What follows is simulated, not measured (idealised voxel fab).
Title: Process Module voxel quadruple lines
Cross-sectional view cut (width: 140 nm; square cell size: 5 nm).
Cross-section layout: square cells on a grid; listed as bands, top to bottom; a band spans one or more cell rows. Top, bottom (nm), then materials left to right with widths (nm); lone material tagged "full width" fills the whole band edge to edge; "air" = empty space. The reference from which all heights are counted is 0, the level beneath which the as-received wafer is entirely one material; the lowest band, having no lower bound, proceeds downward and is written after the example "0..down". A two-number width, for instance "30 to 40", indicates that the width is equal to the first number in the top row of the band and to the second number in the bottom row, and that it changes by a constant amount per row of cells. Any step labelled "nothing changed" changed none of the cells in the cross-section. Closed empty spaces: empty space of 8 cells or more with no open way to the top, each as width x height at its distance from the left edge, in nm. after a step's settings: what the simulator itself notes on the step. Steps that use a mask can have "overlay nm" on their line. It says how far the mask sat to the right of where it was meant to be. Negative means to the left.

# Steps in the process plan
1 op RECEIVE | material Si
2 op CONFORMAL_DEP | material SiO2 | thk nm 10
3 op DIRECTIONAL_DEP | material Ru | thk nm 10
4 op DIRECTIONAL_DEP | material polySi | thk nm 20
5 op DIRECTIONAL_DEP | material aC | thk nm 20
6 op PATTERN | tone cover | mask id MANDREL | material resist | width nm 35 | thk nm 25 | overlay nm 0
7 op DIRECTIONAL_ETCH | etch materials aC | depth nm 20
8 op STRIP | etch materials resist
9 op CONFORMAL_DEP | material SiO2 | thk nm 15
10 op DIRECTIONAL_ETCH | etch materials SiO2 | depth nm 15
11 op STRIP | etch materials aC
12 op DIRECTIONAL_ETCH | etch materials polySi | depth nm 20
13 op STRIP | etch materials SiO2
14 op CONFORMAL_DEP | material SiN | thk nm 10
15 op DIRECTIONAL_ETCH | etch materials SiN | depth nm 10
16 op STRIP | etch materials polySi
17 op DIRECTIONAL_ETCH | etch materials Ru | depth nm 10
18 op STRIP | etch materials SiN

# The cross-section here shows the wafer as received, i.e. in its state after step 1
	0..down | Si full width
	Closed empty spaces: none

# End-of-module cross-section of the first of two wafers, processed as planned
	20..10 | 25 air, then 10 Ru, then 15 air, then 10 Ru, then 15 air, then 10 Ru, then 15 air, then 10 Ru, then 30 air
	10..0 | SiO2 full width
	0..down | Si full width
	Closed empty spaces: none

# Now the second wafer, cross-sectioned at the end of the module. Nothing different at the start, nothing different in the plan compared with the first, just one mistake when it was actually run
	10..0 | 25 air, then 10 Ru, then 15 air, then 10 Ru, then 15 air, then 10 Ru, then 15 air, then 10 Ru, then 30 air
	0..down | Si full width
	Closed empty spaces: none
Diagnosis: no execution of plan step 2; skipped
Looking at both finished wafers in cells, the second ends up ahead of or behind the first on some materials: -56 SiO2
